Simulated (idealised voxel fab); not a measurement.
Process module under the name voxel double patterning
We display cut, a cross-section 220 nm in width whose square cells are each 5 nm.
Format of a cross-section: grid, square cells. Given as bands. Order: top down. Band: one or more rows of cells. What a band's entry tells you: where the top is and where the bottom is, as heights in nm, and after that what lies inside, material by material from left to right, each with its width in nm. Empty space is written as the word "blank", and a single material marked with the word "edge to edge" occupies the band from edge to edge. The level at which height equals 0 is the one under which the wafer, as it arrives, is entirely one material. No lower edge exists for the bottom band, which continues downward and is notated as in "0 down". The expression "30->40" gives the width at the extremes of the band, the first number at its top row of cells and the second at its bottom row, with the width changing by equal amounts from each row to the next in between. Where a step carries "remained the same", the cross-section came out of it unchanged, cell for cell. Entry "Unvented cavities" = empty spaces >= 8 cells with no open way to the top; each as width x height at distance, distance from left edge, all nm. Text after the settings on a step's line: the simulator's own remark on that step. "overlay nm" on a masked step: distance the mask lay right of its planned place, negative for left.
# The following list gives the planned process steps
1. RECEIVE with material Si
2. CONFORMAL_DEP with material SiO2, thk nm 5
3. DIRECTIONAL_DEP with material TiN, thk nm 10
4. DIRECTIONAL_DEP with material SiCN, thk nm 5
5. DIRECTIONAL_DEP with material aC, thk nm 10
6. PATTERN with tone open, mask id FIRST, material resist, width nm 15, pitch nm 50, thk nm 25, overlay nm 0
7. DIRECTIONAL_ETCH with etch materials aC, depth nm 10
8. STRIP with etch materials resist
9. DIRECTIONAL_ETCH with etch materials SiCN, depth nm 5
10. STRIP with etch materials aC
11. MASKED_ETCH with tone open, mask id SECOND, width nm 15, pitch nm 50, etch materials SiCN, depth nm 5, overlay nm 0
12. DIRECTIONAL_ETCH with etch materials TiN, depth nm 10
13. STRIP with etch materials SiCN
# As received (post step 1): cross-section
  0 down: Si edge to edge
  Unvented cavities: none
# Look at the cross-section after the module: the wafer started out the way shown above and the plan was the one shown above, yet one mistake was made along the way
  10 to 5: TiN: 50 / blank: 15 / TiN: 10 / blank: 15 / TiN: 10 / blank: 15 / TiN: 10 / blank: 15 / TiN: 10 / blank: 15 / TiN: 55
  5 to 0: SiO2 edge to edge
  0 down: Si edge to edge
  Unvented cavities: none
The plan and the run diverged here: for step 3, the planned setting was not used; the step was instead run as DIRECTIONAL_DEP with material TiN, thk nm 5
